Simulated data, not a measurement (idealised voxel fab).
Herein follows the process module entitled voxel transistor to metal.
Xsec cut, 180 nm wide, square cell size 5 nm.
Cross-section spec: square-cell grid; bands listed top down; each band is one or more rows. Per band: top height and bottom height in nm, followed by the left-to-right materials and their widths in nm; "everywhere" marks a single material spanning edge to edge, "blank" marks empty space. Heads up on the height convention: 0 is the point under which the incoming wafer is all one material, and the lowest band has no bottom, it just keeps going down, like "0 -> down". Graded width ("30..40"): value in top row of band = first number; value in bottom row = second number; row-to-row change constant. Key: "no change" - step with no changed cell in the cross-section. Entry "Encapsulated voids". Content: empty spaces with no open connection to the top, size 8 cells or greater. Each: width x height at distance. Distance: from left edge. Unit: nm. The remark found on a step's line after its settings is issued by the simulator itself and pertains to that step. overlay nm: mask right of planned place by this much (step with mask). Neg. = left. Pairs, read this way: before one process step on the one hand, after it on the other, the after cross-section ending at the lowest band that changed; the step between, settings included, beneath. Same starting wafer throughout, but possibly different runs of this module, so no pair continues from the pair above unless its entry headed "Structure before processing" says so.

Structure before processing
95 -> 85: 35 of SiO2  5 of TiN  10 of Cu  5 of TiN  65 of SiO2  5 of TiN  10 of Cu  5 of TiN  40 of SiO2
85 -> 80: 35 of SiO2  5 of TiN  5 of Cu  10 of TiN  65 of SiO2  5 of TiN  5 of Cu  10 of TiN  40 of SiO2
80 -> 65: 35 of SiO2  5 of TiN  5 of Cu  5 of TiN  70 of SiO2  5 of TiN  5 of Cu  5 of TiN  45 of SiO2
65 -> 55: 35 of SiCN  15..20 of TiN  70..65 of SiCN  15..20 of TiN  45..40 of SiCN
55 -> 35: lowk everywhere
35 -> 20: 35 of SiO2  5 of TiN  10 of Ru  5 of TiN  65 of SiO2  5 of TiN  10 of Ru  5 of TiN  40 of SiO2
20 -> 0: 35 of SiO2  5 of TiN  10 of Ru  5 of TiN  15 of SiO2  5 of SiN  5 of HfO2  5 of TiN  5 of W  5 of TiN  5 of HfO2  5 of SiN  15 of SiO2  5 of TiN  10 of Ru  5 of TiN  40 of SiO2
0 -> -5: 25 of SiO2  5 of SiN  5 of SiO2  5 of TiN  10 of Ru  5 of TiN  5 of SiO2  10 of nSi  5 of SiN  5 of HfO2  15 of TiN  5 of HfO2  5 of SiN  10 of nSi  5 of SiO2  5 of TiN  10 of Ru  5 of TiN  5 of SiO2  5 of SiN  30 of SiO2
-5 -> -10: 35 of SiO2  20 of TiN  5 of SiO2  10 of nSi  35 of HfO2  10 of nSi  5 of SiO2  20 of TiN  40 of SiO2
-10 -> -20: 35 of SiO2  35 of nSi  35 of Si  35 of nSi  40 of SiO2
-20 -> -35: 35 of SiO2  105 of Si  40 of SiO2
-35 -> down: Si everywhere
Encapsulated voids: none

After the Step
100 -> 95: SiCN everywhere
Beneath the level 95, the cross-section is identical to its previous state.
Encapsulated voids: none
What is the step between the two cross-sections above? CONFORMAL_DEP (material SiCN; thk nm 5)

Structure before processing
5 -> 0: 30 of SiO2  115 of blank  35 of SiO2
0 -> -5: SiO2 everywhere
-5 -> -35: 35 of SiO2  105 of Si  40 of SiO2
-35 -> down: Si everywhere
Encapsulated voids: none

After the Step
-5 -> -10: 35 of blank  105 of Si  40 of blank
-10 -> -15: 15 of SiO2  20 of blank  105 of Si  20 of blank  20 of SiO2
Beneath the level -15, the cross-section is identical to its previous state.
Encapsulated voids: none
What is the step between the two cross-sections above? SELECTIVE_ETCH (etch materials SiO2; depth nm 15)

Structure before processing: starting point is the after cross-section of the pair just above.

After the Step
-5 -> -10: 35 of blank  105 of SiO2  40 of blank
-10 -> -15: 15 of SiO2  20 of blank  5 of SiO2  95 of Si  5 of SiO2  20 of blank  20 of SiO2
-15 -> -20: 40 of SiO2  95 of Si  45 of SiO2
Beneath the level -20, the cross-section is identical to its previous state.
Encapsulated voids: none
What is the step between the two cross-sections above? OXIDIZE (depth nm 5)

Structure before processing: starting point is the after cross-section of the pair just above.

After the Step
25 -> 20: 35 of blank  105 of polySi  40 of blank
20 -> 15: 15 of polySi  20 of blank  105 of polySi  20 of blank  20 of polySi
15 -> -5: polySi everywhere
-5 -> -10: 35 of polySi  105 of SiO2  40 of polySi
-10 -> -15: 15 of SiO2  20 of polySi  5 of SiO2  95 of Si  5 of SiO2  20 of polySi  20 of SiO2
Beneath the level -15, the cross-section is identical to its previous state.
Encapsulated voids: none
What is the step between the two cross-sections above? DIRECTIONAL_DEP (material polySi; thk nm 30)

Structure before processing: starting point is the after cross-section of the pair just above.

After the Step
35 -> 30: 35 of blank  105 of SiCN  40 of blank
30 -> 25: 15 of SiCN  20 of blank  105 of SiCN  20 of blank  20 of SiCN
25 -> 20: 35 of SiCN  105 of polySi  40 of SiCN
20 -> 15: 15 of polySi  20 of SiCN  105 of polySi  20 of SiCN  20 of polySi
Beneath the level 15, the cross-section is identical to its previous state.
Encapsulated voids: none
What is the step between the two cross-sections above? DIRECTIONAL_DEP (material SiCN; thk nm 10)

Structure before processing: starting point is the after cross-section of the pair just above.

After the Step
50 -> 35: 75 of blank  25 of resist  80 of blank
Beneath the level 35, the cross-section is identical to its previous state.
Encapsulated voids: none
What is the step between the two cross-sections above? PATTERN (tone cover; mask id GATE; material resist; width nm 25; thk nm 15; overlay nm 0)

Structure before processing: starting point is the after cross-section of the pair just above.

After the Step
50 -> 35: 75 of blank  25 of resist  80 of blank
35 -> 25: 75 of blank  25 of SiCN  80 of blank
25 -> 20: 35 of blank  105 of polySi  40 of blank
20 -> 15: 15 of polySi  20 of blank  105 of polySi  20 of blank  20 of polySi
Beneath the level 15, the cross-section is identical to its previous state.
Encapsulated voids: none
What is the step between the two cross-sections above? DIRECTIONAL_ETCH (etch materials SiCN; depth nm 20)

Structure before processing: starting point is the after cross-section of the pair just above.

After the Step
50 -> 35: 75 of blank  25 of resist  80 of blank
35 -> 25: 75 of blank  25 of SiCN  80 of blank
25 -> -5: 75 of blank  25 of polySi  80 of blank
-5 -> -10: 35 of blank  105 of SiO2  40 of blank
-10 -> -15: 15 of SiO2  20 of blank  5 of SiO2  95 of Si  5 of SiO2  20 of blank  20 of SiO2
Beneath the level -15, the cross-section is identical to its previous state.
Encapsulated voids: none
What is the step between the two cross-sections above? DIRECTIONAL_ETCH (etch materials polySi; depth nm 40)

Structure before processing: starting point is the after cross-section of the pair just above.

After the Step
35 -> 25: 75 of blank  25 of SiCN  80 of blank
Beneath the level 25, the cross-section is identical to its previous state.
Encapsulated voids: none
What is the step between the two cross-sections above? STRIP (etch materials resist)

Structure before processing: starting point is the after cross-section of the pair just above.

After the Step
40 -> 35: 70 of blank  35 of SiN  75 of blank
35 -> 25: 70 of blank  5 of SiN  25 of SiCN  5 of SiN  75 of blank
25 -> 0: 70 of blank  5 of SiN  25 of polySi  5 of SiN  75 of blank
0 -> -5: 30 of blank  45 of SiN  25 of polySi  45 of SiN  35 of blank
-5 -> -10: 20 of SiN  10 of blank  5 of SiN  105 of SiO2  5 of SiN  10 of blank  25 of SiN
-10 -> -15: 15 of SiO2  20 of SiN  5 of SiO2  95 of Si  5 of SiO2  20 of SiN  20 of SiO2
Beneath the level -15, the cross-section is identical to its previous state.
Encapsulated voids: none
What is the step between the two cross-sections above? CONFORMAL_DEP (material SiN; thk nm 5)

Structure before processing: starting point is the after cross-section of the pair just above.

After the Step
35 -> 25: 70 of blank  5 of SiN  25 of SiCN  5 of SiN  75 of blank
25 -> -5: 70 of blank  5 of SiN  25 of polySi  5 of SiN  75 of blank
-5 -> -10: 30 of blank  5 of SiN  105 of SiO2  5 of SiN  35 of blank
-10 -> -15: 15 of SiO2  5 of SiN  10 of blank  5 of SiN  5 of SiO2  95 of Si  5 of SiO2  5 of SiN  10 of blank  5 of SiN  20 of SiO2
Beneath the level -15, the cross-section is identical to its previous state.
Encapsulated voids: none
What is the step between the two cross-sections above? DIRECTIONAL_ETCH (etch materials SiN; depth nm 5)

Structure before processing: starting point is the after cross-section of the pair just above.

After the Step
35 -> 25: 70 of blank  5 of SiN  25 of SiCN  5 of SiN  75 of blank
25 -> -5: 70 of blank  5 of SiN  25 of polySi  5 of SiN  75 of blank
-5 -> -10: 30 of blank  5 of SiN  35 of blank  35 of SiO2  35 of blank  5 of SiN  35 of blank
-10 -> -15: 15 of blank  5 of SiN  10 of blank  5 of SiN  5 of SiO2  95 of Si  5 of SiO2  5 of SiN  10 of blank  5 of SiN  20 of blank
-15 -> -20: 20 of SiO2  10 of blank  10 of SiO2  95 of Si  10 of SiO2  10 of blank  25 of SiO2
Beneath the level -20, the cross-section is identical to its previous state.
Encapsulated voids: none
What is the step between the two cross-sections above? DIRECTIONAL_ETCH (etch materials SiO2; depth nm 5)

Structure before processing: starting point is the after cross-section of the pair just above.

After the Step
35 -> 25: 70 of blank  5 of SiN  25 of SiCN  5 of SiN  75 of blank
25 -> -5: 70 of blank  5 of SiN  25 of polySi  5 of SiN  75 of blank
-5 -> -10: 30 of blank  5 of SiN  35 of blank  35 of SiO2  35 of blank  5 of SiN  35 of blank
-10 -> -15: 15 of blank  5 of SiN  10 of blank  5 of SiN  5 of SiO2  30 of blank  35 of Si  30 of blank  5 of SiO2  5 of SiN  10 of blank  5 of SiN  20 of blank
-15 -> -20: 20 of SiO2  10 of blank  10 of SiO2  30 of blank  35 of Si  30 of blank  10 of SiO2  10 of blank  25 of SiO2
Beneath the level -20, the cross-section is identical to its previous state.
Encapsulated voids: none
What is the step between the two cross-sections above? DIRECTIONAL_ETCH (etch materials Si; depth nm 10)

Structure before processing: starting point is the after cross-section of the pair just above.

After the Step
35 -> 25: 70 of blank  5 of SiN  25 of SiCN  5 of SiN  75 of blank
25 -> 0: 70 of blank  5 of SiN  25 of polySi  5 of SiN  75 of blank
0 -> -5: 60 of blank  10 of nSi  5 of SiN  25 of polySi  5 of SiN  10 of nSi  65 of blank
-5 -> -10: 30 of blank  5 of SiN  25 of blank  10 of nSi  35 of SiO2  10 of nSi  25 of blank  5 of SiN  35 of blank
-10 -> -15: 15 of blank  5 of SiN  10 of blank  5 of SiN  5 of SiO2  30 of nSi  35 of Si  30 of nSi  5 of SiO2  5 of SiN  10 of blank  5 of SiN  20 of blank
-15 -> -20: 20 of SiO2  10 of blank  10 of SiO2  30 of nSi  35 of Si  30 of nSi  10 of SiO2  10 of blank  25 of SiO2
Beneath the level -20, the cross-section is identical to its previous state.
Encapsulated voids: none
What is the step between the two cross-sections above? EPI (material nSi; thk nm 10)

Structure before processing: starting point is the after cross-section of the pair just above.

After the Step
45 -> 35: SiO2 everywhere
35 -> 25: 70 of SiO2  5 of SiN  25 of SiCN  5 of SiN  75 of SiO2
25 -> 0: 70 of SiO2  5 of SiN  25 of polySi  5 of SiN  75 of SiO2
0 -> -5: 60 of SiO2  10 of nSi  5 of SiN  25 of polySi  5 of SiN  10 of nSi  65 of SiO2
-5 -> -10: 30 of SiO2  5 of SiN  25 of SiO2  10 of nSi  35 of SiO2  10 of nSi  25 of SiO2  5 of SiN  35 of SiO2
-10 -> -15: 15 of SiO2  5 of SiN  10 of SiO2  5 of SiN  5 of SiO2  30 of nSi  35 of Si  30 of nSi  5 of SiO2  5 of SiN  10 of SiO2  5 of SiN  20 of SiO2
-15 -> -20: 40 of SiO2  30 of nSi  35 of Si  30 of nSi  45 of SiO2
Beneath the level -20, the cross-section is identical to its previous state.
Encapsulated voids: none
What is the step between the two cross-sections above? FILL_DEP (material SiO2; thk nm 10)

Structure before processing: starting point is the after cross-section of the pair just above.

After the Step
25 -> 0: 70 of SiO2  5 of SiN  25 of polySi  5 of SiN  75 of SiO2
Beneath the level 0, the cross-section is identical to its previous state.
Encapsulated voids: none
What is the step between the two cross-sections above? CMP (height nm 25)

Structure before processing: starting point is the after cross-section of the pair just above.

After the Step
25 -> 0: 70 of SiO2  5 of SiN  25 of blank  5 of SiN  75 of SiO2
0 -> -5: 60 of SiO2  10 of nSi  5 of SiN  25 of blank  5 of SiN  10 of nSi  65 of SiO2
Beneath the level -5, the cross-section is identical to its previous state.
Encapsulated voids: none
What is the step between the two cross-sections above? STRIP (etch materials polySi)

Structure before processing: starting point is the after cross-section of the pair just above.

After the Step
25 -> 20: 70 of blank  5 of SiN  25 of blank  5 of SiN  75 of blank
20 -> 0: 70 of SiO2  5 of SiN  25 of blank  5 of SiN  75 of SiO2
0 -> -5: 60 of SiO2  10 of nSi  5 of SiN  25 of blank  5 of SiN  10 of nSi  65 of SiO2
-5 -> -10: 30 of SiO2  5 of SiN  25 of SiO2  10 of nSi  35 of blank  10 of nSi  25 of SiO2  5 of SiN  35 of SiO2
Beneath the level -10, the cross-section is identical to its previous state.
Encapsulated voids: none
What is the step between the two cross-sections above? SELECTIVE_ETCH (etch materials SiO2; depth nm 5)

Structure before processing: starting point is the after cross-section of the pair just above.

After the Step
30 -> 25: 65 of blank  15 of HfO2  15 of blank  15 of HfO2  70 of blank
25 -> 20: 70 of HfO2  5 of SiN  5 of HfO2  15 of blank  5 of HfO2  5 of SiN  75 of HfO2
20 -> 0: 70 of SiO2  5 of SiN  5 of HfO2  15 of blank  5 of HfO2  5 of SiN  75 of SiO2
0 -> -5: 60 of SiO2  10 of nSi  5 of SiN  5 of HfO2  15 of blank  5 of HfO2  5 of SiN  10 of nSi  65 of SiO2
-5 -> -10: 30 of SiO2  5 of SiN  25 of SiO2  10 of nSi  35 of HfO2  10 of nSi  25 of SiO2  5 of SiN  35 of SiO2
Beneath the level -10, the cross-section is identical to its previous state.
Encapsulated voids: none
What is the step between the two cross-sections above? CONFORMAL_DEP (material HfO2; thk nm 5)

Structure before processing: starting point is the after cross-section of the pair just above.

After the Step
35 -> 30: 60 of blank  25 of TiN  5 of blank  25 of TiN  65 of blank
30 -> 25: 65 of TiN  15 of HfO2  5 of TiN  5 of blank  5 of TiN  15 of HfO2  70 of TiN
25 -> 20: 70 of HfO2  5 of SiN  5 of HfO2  5 of TiN  5 of blank  5 of TiN  5 of HfO2  5 of SiN  75 of HfO2
20 -> 0: 70 of SiO2  5 of SiN  5 of HfO2  5 of TiN  5 of blank  5 of TiN  5 of HfO2  5 of SiN  75 of SiO2
0 -> -5: 60 of SiO2  10 of nSi  5 of SiN  5 of HfO2  15 of TiN  5 of HfO2  5 of SiN  10 of nSi  65 of SiO2
Beneath the level -5, the cross-section is identical to its previous state.
Encapsulated voids: none
What is the step between the two cross-sections above? CONFORMAL_DEP (material TiN; thk nm 5)

Structure before processing: starting point is the after cross-section of the pair just above.

After the Step
40 -> 35: W everywhere
35 -> 30: 60 of W  25 of TiN  5 of W  25 of TiN  65 of W
30 -> 25: 65 of TiN  15 of HfO2  5 of TiN  5 of W  5 of TiN  15 of HfO2  70 of TiN
25 -> 20: 70 of HfO2  5 of SiN  5 of HfO2  5 of TiN  5 of W  5 of TiN  5 of HfO2  5 of SiN  75 of HfO2
20 -> 0: 70 of SiO2  5 of SiN  5 of HfO2  5 of TiN  5 of W  5 of TiN  5 of HfO2  5 of SiN  75 of SiO2
Beneath the level 0, the cross-section is identical to its previous state.
Encapsulated voids: none
What is the step between the two cross-sections above? FILL_DEP (material W; thk nm 5)

Structure before processing: starting point is the after cross-section of the pair just above.

After the Step
20 -> 0: 70 of SiO2  5 of SiN  5 of HfO2  5 of TiN  5 of W  5 of TiN  5 of HfO2  5 of SiN  75 of SiO2
Beneath the level 0, the cross-section is identical to its previous state.
Encapsulated voids: none
What is the step between the two cross-sections above? CMP (height nm 20)

Structure before processing: starting point is the after cross-section of the pair just above.

After the Step
35 -> 20: SiO2 everywhere
Beneath the level 20, the cross-section is identical to its previous state.
Encapsulated voids: none
What is the step between the two cross-sections above? DIRECTIONAL_DEP (material SiO2; thk nm 15)

Structure before processing: starting point is the after cross-section of the pair just above.

After the Step
50 -> 35: aC everywhere
Beneath the level 35, the cross-section is identical to its previous state.
Encapsulated voids: none
What is the step between the two cross-sections above? DIRECTIONAL_DEP (material aC; thk nm 15)

Structure before processing: starting point is the after cross-section of the pair just above.

After the Step
80 -> 50: 35 of resist  20 of blank  65 of resist  20 of blank  40 of resist
Beneath the level 50, the cross-section is identical to its previous state.
Encapsulated voids: none
What is the step between the two cross-sections above? PATTERN (tone open; mask id CONTACT; material resist; width nm 20; pitch nm 85; thk nm 30; overlay nm 0)

Structure before processing: starting point is the after cross-section of the pair just above.

After the Step
65 -> 50: 35 of resist  20 of blank  65 of resist  20 of blank  40 of resist
50 -> 35: 35 of aC  20 of blank  65 of aC  20 of blank  40 of aC
Beneath the level 35, the cross-section is identical to its previous state.
Encapsulated voids: none
What is the step between the two cross-sections above? DIRECTIONAL_ETCH (etch materials aC; depth nm 15)

Structure before processing: starting point is the after cross-section of the pair just above.

After the Step
50 -> 35: 35 of aC  20 of blank  65 of aC  20 of blank  40 of aC
Beneath the level 35, the cross-section is identical to its previous state.
Encapsulated voids: none
What is the step between the two cross-sections above? STRIP (etch materials resist)

Structure before processing: starting point is the after cross-section of the pair just above.

After the Step
50 -> 35: 35 of aC  20 of blank  65 of aC  20 of blank  40 of aC
35 -> 20: 35 of SiO2  20 of blank  65 of SiO2  20 of blank  40 of SiO2
20 -> 0: 35 of SiO2  20 of blank  15 of SiO2  5 of SiN  5 of HfO2  5 of TiN  5 of W  5 of TiN  5 of HfO2  5 of SiN  15 of SiO2  20 of blank  40 of SiO2
0 -> -5: 35 of SiO2  20 of blank  5 of SiO2  10 of nSi  5 of SiN  5 of HfO2  15 of TiN  5 of HfO2  5 of SiN  10 of nSi  5 of SiO2  20 of blank  40 of SiO2
-5 -> -10: 30 of SiO2  5 of SiN  20 of blank  5 of SiO2  10 of nSi  35 of HfO2  10 of nSi  5 of SiO2  20 of blank  5 of SiN  35 of SiO2
Beneath the level -10, the cross-section is identical to its previous state.
Encapsulated voids: none
What is the step between the two cross-sections above? DIRECTIONAL_ETCH (etch materials SiO2; depth nm 45)

Structure before processing: starting point is the after cross-section of the pair just above.

After the Step
35 -> 20: 35 of SiO2  20 of blank  65 of SiO2  20 of blank  40 of SiO2
Beneath the level 20, the cross-section is identical to its previous state.
Encapsulated voids: none
What is the step between the two cross-sections above? STRIP (etch materials aC)

Structure before processing: starting point is the after cross-section of the pair just above.

After the Step
40 -> 35: 40 of TiN  10 of blank  75 of TiN  10 of blank  45 of TiN
35 -> 20: 35 of SiO2  5 of TiN  10 of blank  5 of TiN  65 of SiO2  5 of TiN  10 of blank  5 of TiN  40 of SiO2
20 -> 0: 35 of SiO2  5 of TiN  10 of blank  5 of TiN  15 of SiO2  5 of SiN  5 of HfO2  5 of TiN  5 of W  5 of TiN  5 of HfO2  5 of SiN  15 of SiO2  5 of TiN  10 of blank  5 of TiN  40 of SiO2
0 -> -5: 35 of SiO2  5 of TiN  10 of blank  5 of TiN  5 of SiO2  10 of nSi  5 of SiN  5 of HfO2  15 of TiN  5 of HfO2  5 of SiN  10 of nSi  5 of SiO2  5 of TiN  10 of blank  5 of TiN  40 of SiO2
-5 -> -10: 30 of SiO2  5 of SiN  20 of TiN  5 of SiO2  10 of nSi  35 of HfO2  10 of nSi  5 of SiO2  20 of TiN  5 of SiN  35 of SiO2
Beneath the level -10, the cross-section is identical to its previous state.
Encapsulated voids: none
What is the step between the two cross-sections above? CONFORMAL_DEP (material TiN; thk nm 5)

Structure before processing: starting point is the after cross-section of the pair just above.

After the Step
45 -> 40: Ru everywhere
40 -> 35: 40 of TiN  10 of Ru  75 of TiN  10 of Ru  45 of TiN
35 -> 20: 35 of SiO2  5 of TiN  10 of Ru  5 of TiN  65 of SiO2  5 of TiN  10 of Ru  5 of TiN  40 of SiO2
20 -> 0: 35 of SiO2  5 of TiN  10 of Ru  5 of TiN  15 of SiO2  5 of SiN  5 of HfO2  5 of TiN  5 of W  5 of TiN  5 of HfO2  5 of SiN  15 of SiO2  5 of TiN  10 of Ru  5 of TiN  40 of SiO2
0 -> -5: 35 of SiO2  5 of TiN  10 of Ru  5 of TiN  5 of SiO2  10 of nSi  5 of SiN  5 of HfO2  15 of TiN  5 of HfO2  5 of SiN  10 of nSi  5 of SiO2  5 of TiN  10 of Ru  5 of TiN  40 of SiO2
Beneath the level -5, the cross-section is identical to its previous state.
Encapsulated voids: none
What is the step between the two cross-sections above? FILL_DEP (material Ru; thk nm 5)

Structure before processing: starting point is the after cross-section of the pair just above.

After the Step
35 -> 20: 35 of SiO2  5 of TiN  10 of Ru  5 of TiN  65 of SiO2  5 of TiN  10 of Ru  5 of TiN  40 of SiO2
Beneath the level 20, the cross-section is identical to its previous state.
Encapsulated voids: none
What is the step between the two cross-sections above? CMP (height nm 35)

Structure before processing: starting point is the after cross-section of the pair just above.

After the Step
40 -> 35: SiCN everywhere
Beneath the level 35, the cross-section is identical to its previous state.
Encapsulated voids: none
What is the step between the two cross-sections above? CONFORMAL_DEP (material SiCN; thk nm 5)

Structure before processing: starting point is the after cross-section of the pair just above.

After the Step
60 -> 40: lowk everywhere
Beneath the level 40, the cross-section is identical to its previous state.
Encapsulated voids: none
What is the step between the two cross-sections above? DIRECTIONAL_DEP (material lowk; thk nm 20)

Structure before processing: starting point is the after cross-section of the pair just above.

After the Step
75 -> 60: aC everywhere
Beneath the level 60, the cross-section is identical to its previous state.
Encapsulated voids: none
What is the step between the two cross-sections above? DIRECTIONAL_DEP (material aC; thk nm 15)

Structure before processing: starting point is the after cross-section of the pair just above.

After the Step
110 -> 75: 35 of resist  20 of blank  65 of resist  20 of blank  40 of resist
Beneath the level 75, the cross-section is identical to its previous state.
Encapsulated voids: none
What is the step between the two cross-sections above? PATTERN (tone open; mask id METAL_1; material resist; width nm 20; pitch nm 85; thk nm 35; overlay nm 0)

Structure before processing: starting point is the after cross-section of the pair just above.

After the Step
95 -> 75: 35 of resist  20 of blank  65 of resist  20 of blank  40 of resist
75 -> 60: 35 of aC  20 of blank  65 of aC  20 of blank  40 of aC
Beneath the level 60, the cross-section is identical to its previous state.
Encapsulated voids: none
What is the step between the two cross-sections above? DIRECTIONAL_ETCH (etch materials aC; depth nm 15)

Structure before processing: starting point is the after cross-section of the pair just above.

After the Step
75 -> 60: 35 of aC  20 of blank  65 of aC  20 of blank  40 of aC
Beneath the level 60, the cross-section is identical to its previous state.
Encapsulated voids: none
What is the step between the two cross-sections above? STRIP (etch materials resist)

Structure before processing: starting point is the after cross-section of the pair just above.

After the Step
75 -> 60: 35 of aC  20 of blank  65 of aC  20 of blank  40 of aC
60 -> 40: 35 of lowk  20 of blank  65 of lowk  20 of blank  40 of lowk
Beneath the level 40, the cross-section is identical to its previous state.
Encapsulated voids: none
What is the step between the two cross-sections above? DIRECTIONAL_ETCH (etch materials lowk; depth nm 20)

Structure before processing: starting point is the after cross-section of the pair just above.

After the Step
75 -> 60: 35 of aC  20 of blank  65 of aC  20 of blank  40 of aC
60 -> 40: 35 of lowk  20 of blank  65 of lowk  20 of blank  40 of lowk
40 -> 35: 35 of SiCN  20 of blank  65 of SiCN  20 of blank  40 of SiCN
Beneath the level 35, the cross-section is identical to its previous state.
Encapsulated voids: none
What is the step between the two cross-sections above? DIRECTIONAL_ETCH (etch materials SiCN; depth nm 5)

Structure before processing: starting point is the after cross-section of the pair just above.

After the Step
60 -> 40: 35 of lowk  20 of blank  65 of lowk  20 of blank  40 of lowk
Beneath the level 40, the cross-section is identical to its previous state.
Encapsulated voids: none
What is the step between the two cross-sections above? STRIP (etch materials aC)

Structure before processing: starting point is the after cross-section of the pair just above.

After the Step
65 -> 60: 40 of TiN  10 of blank  75 of TiN  10 of blank  45 of TiN
60 -> 40: 35 of lowk  5 of TiN  10 of blank  5 of TiN  65 of lowk  5 of TiN  10 of blank  5 of TiN  40 of lowk
40 -> 35: 35 of SiCN  20 of TiN  65 of SiCN  20 of TiN  40 of SiCN
Beneath the level 35, the cross-section is identical to its previous state.
Encapsulated voids: none
What is the step between the two cross-sections above? CONFORMAL_DEP (material TiN; thk nm 5)

Structure before processing: starting point is the after cross-section of the pair just above.

After the Step
75 -> 65: Ru everywhere
65 -> 60: 40 of TiN  10 of Ru  75 of TiN  10 of Ru  45 of TiN
60 -> 40: 35 of lowk  5 of TiN  10 of Ru  5 of TiN  65 of lowk  5 of TiN  10 of Ru  5 of TiN  40 of lowk
Beneath the level 40, the cross-section is identical to its previous state.
Encapsulated voids: none
What is the step between the two cross-sections above? FILL_DEP (material Ru; thk nm 10)

Structure before processing: starting point is the after cross-section of the pair just above.

After the Step
60 -> 40: 35 of lowk  5 of TiN  10 of Ru  5 of TiN  65 of lowk  5 of TiN  10 of Ru  5 of TiN  40 of lowk
Beneath the level 40, the cross-section is identical to its previous state.
Encapsulated voids: none
What is the step between the two cross-sections above? CMP (height nm 60)

Structure before processing: starting point is the after cross-section of the pair just above.

After the Step
65 -> 60: SiCN everywhere
Beneath the level 60, the cross-section is identical to its previous state.
Encapsulated voids: none
What is the step between the two cross-sections above? CONFORMAL_DEP (material SiCN; thk nm 5)

Structure before processing: starting point is the after cross-section of the pair just above.

After the Step
95 -> 65: SiO2 everywhere
Beneath the level 65, the cross-section is identical to its previous state.
Encapsulated voids: none
What is the step between the two cross-sections above? DIRECTIONAL_DEP (material SiO2; thk nm 30)

Structure before processing: starting point is the after cross-section of the pair just above.

After the Step
95 -> 65: 35 of SiO2  15 of blank  70 of SiO2  15 of blank  45 of SiO2
Beneath the level 65, the cross-section is identical to its previous state.
Encapsulated voids: none
What is the step between the two cross-sections above? MASKED_ETCH (tone open; mask id METAL_2_HOLES; width nm 15; pitch nm 85; etch materials SiO2; depth nm 30; overlay nm 0)

Structure before processing: starting point is the after cross-section of the pair just above.

After the Step
105 -> 95: 35 of aC  15 of blank  70 of aC  15 of blank  45 of aC
95 -> 75: 35 of SiO2  15 of blank  70 of SiO2  15 of blank  45 of SiO2
75 -> 65: 35 of SiO2  15 of aC  70 of SiO2  15 of aC  45 of SiO2
Beneath the level 65, the cross-section is identical to its previous state.
Encapsulated voids: none
What is the step between the two cross-sections above? DIRECTIONAL_DEP (material aC; thk nm 10)

Structure before processing: starting point is the after cross-section of the pair just above.

After the Step
135 -> 105: 35 of resist  20 of blank  65 of resist  20 of blank  40 of resist
Beneath the level 105, the cross-section is identical to its previous state.
Encapsulated voids: none
What is the step between the two cross-sections above? PATTERN (tone open; mask id METAL_2; material resist; width nm 20; pitch nm 85; thk nm 30; overlay nm 0)

Structure before processing: starting point is the after cross-section of the pair just above.

After the Step
125 -> 105: 35 of resist  20 of blank  65 of resist  20 of blank  40 of resist
105 -> 95: 35 of aC  20 of blank  65 of aC  20 of blank  40 of aC
95 -> 65: 35 of SiO2  15 of blank  70 of SiO2  15 of blank  45 of SiO2
Beneath the level 65, the cross-section is identical to its previous state.
Encapsulated voids: none
What is the step between the two cross-sections above? DIRECTIONAL_ETCH (etch materials aC; depth nm 10)

Structure before processing: starting point is the after cross-section of the pair just above.

After the Step
105 -> 95: 35 of aC  20 of blank  65 of aC  20 of blank  40 of aC
Beneath the level 95, the cross-section is identical to its previous state.
Encapsulated voids: none
What is the step between the two cross-sections above? STRIP (etch materials resist)

Structure before processing: starting point is the after cross-section of the pair just above.

After the Step
105 -> 95: 35 of aC  20 of blank  65 of aC  20 of blank  40 of aC
95 -> 80: 35 of SiO2  20 of blank  65 of SiO2  20 of blank  40 of SiO2
Beneath the level 80, the cross-section is identical to its previous state.
Encapsulated voids: none
What is the step between the two cross-sections above? DIRECTIONAL_ETCH (etch materials SiO2; depth nm 15)

Structure before processing: starting point is the after cross-section of the pair just above.

After the Step
105 -> 95: 35 of aC  20 of blank  65 of aC  20 of blank  40 of aC
95 -> 80: 35 of SiO2  20 of blank  65 of SiO2  20 of blank  40 of SiO2
80 -> 65: 35 of SiO2  15 of blank  70 of SiO2  15 of blank  45 of SiO2
65 -> 60: 35 of SiCN  15 of blank  70 of SiCN  15 of blank  45 of SiCN
Beneath the level 60, the cross-section is identical to its previous state.
Encapsulated voids: none
What is the step between the two cross-sections above? DIRECTIONAL_ETCH (etch materials SiCN; depth nm 5)

Structure before processing: starting point is the after cross-section of the pair just above.

After the Step
95 -> 80: 35 of SiO2  20 of blank  65 of SiO2  20 of blank  40 of SiO2
Beneath the level 80, the cross-section is identical to its previous state.
Encapsulated voids: none
What is the step between the two cross-sections above? STRIP (etch materials aC)

Structure before processing: starting point is the after cross-section of the pair just above.

After the Step
100 -> 95: 40 of TiN  10 of blank  75 of TiN  10 of blank  45 of TiN
95 -> 85: 35 of SiO2  5 of TiN  10 of blank  5 of TiN  65 of SiO2  5 of TiN  10 of blank  5 of TiN  40 of SiO2
85 -> 80: 35 of SiO2  5 of TiN  5 of blank  10 of TiN  65 of SiO2  5 of TiN  5 of blank  10 of TiN  40 of SiO2
80 -> 65: 35 of SiO2  5 of TiN  5 of blank  5 of TiN  70 of SiO2  5 of TiN  5 of blank  5 of TiN  45 of SiO2
65 -> 60: 35 of SiCN  15 of TiN  70 of SiCN  15 of TiN  45 of SiCN
Beneath the level 60, the cross-section is identical to its previous state.
Encapsulated voids: none
What is the step between the two cross-sections above? CONFORMAL_DEP (material TiN; thk nm 5)

Structure before processing: starting point is the after cross-section of the pair just above.

After the Step
110 -> 100: Cu everywhere
100 -> 95: 40 of TiN  10 of Cu  75 of TiN  10 of Cu  45 of TiN
95 -> 85: 35 of SiO2  5 of TiN  10 of Cu  5 of TiN  65 of SiO2  5 of TiN  10 of Cu  5 of TiN  40 of SiO2
85 -> 80: 35 of SiO2  5 of TiN  5 of Cu  10 of TiN  65 of SiO2  5 of TiN  5 of Cu  10 of TiN  40 of SiO2
80 -> 65: 35 of SiO2  5 of TiN  5 of Cu  5 of TiN  70 of SiO2  5 of TiN  5 of Cu  5 of TiN  45 of SiO2
Beneath the level 65, the cross-section is identical to its previous state.
Encapsulated voids: none
What is the step between the two cross-sections above? FILL_DEP (material Cu; thk nm 10)

Structure before processing: starting point is the after cross-section of the pair just above.

After the Step
95 -> 85: 35 of SiO2  5 of TiN  10 of Cu  5 of TiN  65 of SiO2  5 of TiN  10 of Cu  5 of TiN  40 of SiO2
Beneath the level 85, the cross-section is identical to its previous state.
Encapsulated voids: none
What is the step between the two cross-sections above? CMP (height nm 95)

Structure before processing: starting point is the after cross-section of the pair just above.

After the Step
100 -> 95: SiCN everywhere
Beneath the level 95, the cross-section is identical to its previous state.
Encapsulated voids: none
What is the step between the two cross-sections above? CONFORMAL_DEP (material SiCN; thk nm 5)
